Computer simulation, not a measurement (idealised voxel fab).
Process module under the name voxel capacitor over wiring
Shown is cross-section cut, with a width of 285 nm and square cells of size 5 nm.
Cross-section, as written here: a square-cell grid given band by band from the top down, where a band holds one or more rows of cells. Top height, bottom height, nm. Materials left to right, width each, nm. Single material + "throughout" = fills band edge to edge. "empty" = empty. Beneath 0, the wafer as received is one material, and that level is where height counting begins. The lowest band goes on downward without a bottom; it is written like "0 nm and below". You'd read "30->40" like this: the band's top row of cells is as wide as the first number, its bottom row is as wide as the second, and going down, every row changes width by the same amount as the row before did. Where the words "no change" appear for a step, the cross-section shows no cell changed by that step; every cell remained as before. Any empty space of 8 cells or more lacking an open way to the top shows up in "Sealed void inventory" as width x height at distance, distance from the left edge, in nm. Step line, after settings: the simulator's comment on this step. Steps that use a mask can have "overlay nm" on their line. It says how far the mask sat to the right of where it was meant to be. Negative means to the left.
Process steps (planned)
1) RECEIVE,material Si
2) CONFORMAL_DEP,material SiO2,thk nm 15
3) DIRECTIONAL_DEP,material TiN,thk nm 5
4) DIRECTIONAL_DEP,material Ru,thk nm 20
5) PATTERN,tone cover,mask id METAL_1,material resist,width nm 30,pitch nm 100,thk nm 20,overlay nm 0
6) DIRECTIONAL_ETCH,etch materials Ru,depth nm 20
7) DIRECTIONAL_ETCH,etch materials TiN,depth nm 5
8) STRIP,etch materials resist
9) FILL_DEP,material SiO2,thk nm 10
10) CMP,height nm 40
11) CONFORMAL_DEP,material SiCN,thk nm 5
12) DIRECTIONAL_DEP,material lowk,thk nm 15
13) DIRECTIONAL_DEP,material aC,thk nm 15
14) PATTERN,tone open,mask id PLUG_1,material resist,width nm 15,thk nm 30,overlay nm 0
15) DIRECTIONAL_ETCH,etch materials aC,depth nm 15
16) STRIP,etch materials resist
17) DIRECTIONAL_ETCH,etch materials lowk,depth nm 15
18) DIRECTIONAL_ETCH,etch materials SiCN,depth nm 5
19) STRIP,etch materials aC
20) EPI,material Ru,thk nm 10
21) EPI,material Ru,thk nm 10
22) DIRECTIONAL_DEP,material TiN,thk nm 10
23) DIRECTIONAL_DEP,material Al2O3,thk nm 5
24) DIRECTIONAL_DEP,material TiN,thk nm 5
25) PATTERN,tone cover,mask id UPPER_PLATE,material resist,width nm 75,thk nm 15,overlay nm 0
26) DIRECTIONAL_ETCH,etch materials TiN,depth nm 5
27) DIRECTIONAL_ETCH,etch materials Al2O3,depth nm 5
28) STRIP,etch materials resist
29) MASKED_ETCH,tone cover,mask id LOWER_PLATE,width nm 85,etch materials TiN,depth nm 10,overlay nm -15
30) FILL_DEP,material SiO2,thk nm 20
31) CMP,height nm 95
32) MASKED_ETCH,tone open,mask id PLUG_2,width nm 15,etch materials SiO2,depth nm 15,overlay nm 0
33) CONFORMAL_DEP,material TiN,thk nm 5
34) FILL_DEP,material Ru,thk nm 10
35) CMP,height nm 95
36) CONFORMAL_DEP,material SiN,thk nm 5
Be aware that, although all wafers share a common starting state, the overlay nm at step 29 differs among them, and the plan displays the first wafer's value.
As-received cross-section, first of several wafers, post step 1
- 0 nm and below: Si throughout
- Sealed void inventory: none
Per wafer (row), end of module: delta in cells per material since receipt, (+) for gained, (-) for lost; closed voids after that
overlay nm -15, +15 Al2O3, +62 Ru, +54 SiCN, +57 SiN, +720 SiO2, +70 TiN, +162 lowk, Sealed void inventory: none
overlay nm -10, +15 Al2O3, +62 Ru, +54 SiCN, +57 SiN, +721 SiO2, +69 TiN, +162 lowk, Sealed void inventory: none
overlay nm -5, +15 Al2O3, +62 Ru, +54 SiCN, +57 SiN, +722 SiO2, +68 TiN, +162 lowk, Sealed void inventory: none
overlay nm 0, +15 Al2O3, +62 Ru, +54 SiCN, +57 SiN, +722 SiO2, +68 TiN, +162 lowk, Sealed void inventory: none
overlay nm 5, +15 Al2O3, +62 Ru, +54 SiCN, +57 SiN, +722 SiO2, +68 TiN, +162 lowk, Sealed void inventory: none
overlay nm 10, +15 Al2O3, +62 Ru, +54 SiCN, +57 SiN, +721 SiO2, +69 TiN, +162 lowk, Sealed void inventory: none
overlay nm 15, +15 Al2O3, +62 Ru, +54 SiCN, +57 SiN, +720 SiO2, +70 TiN, +162 lowk, Sealed void inventory: none
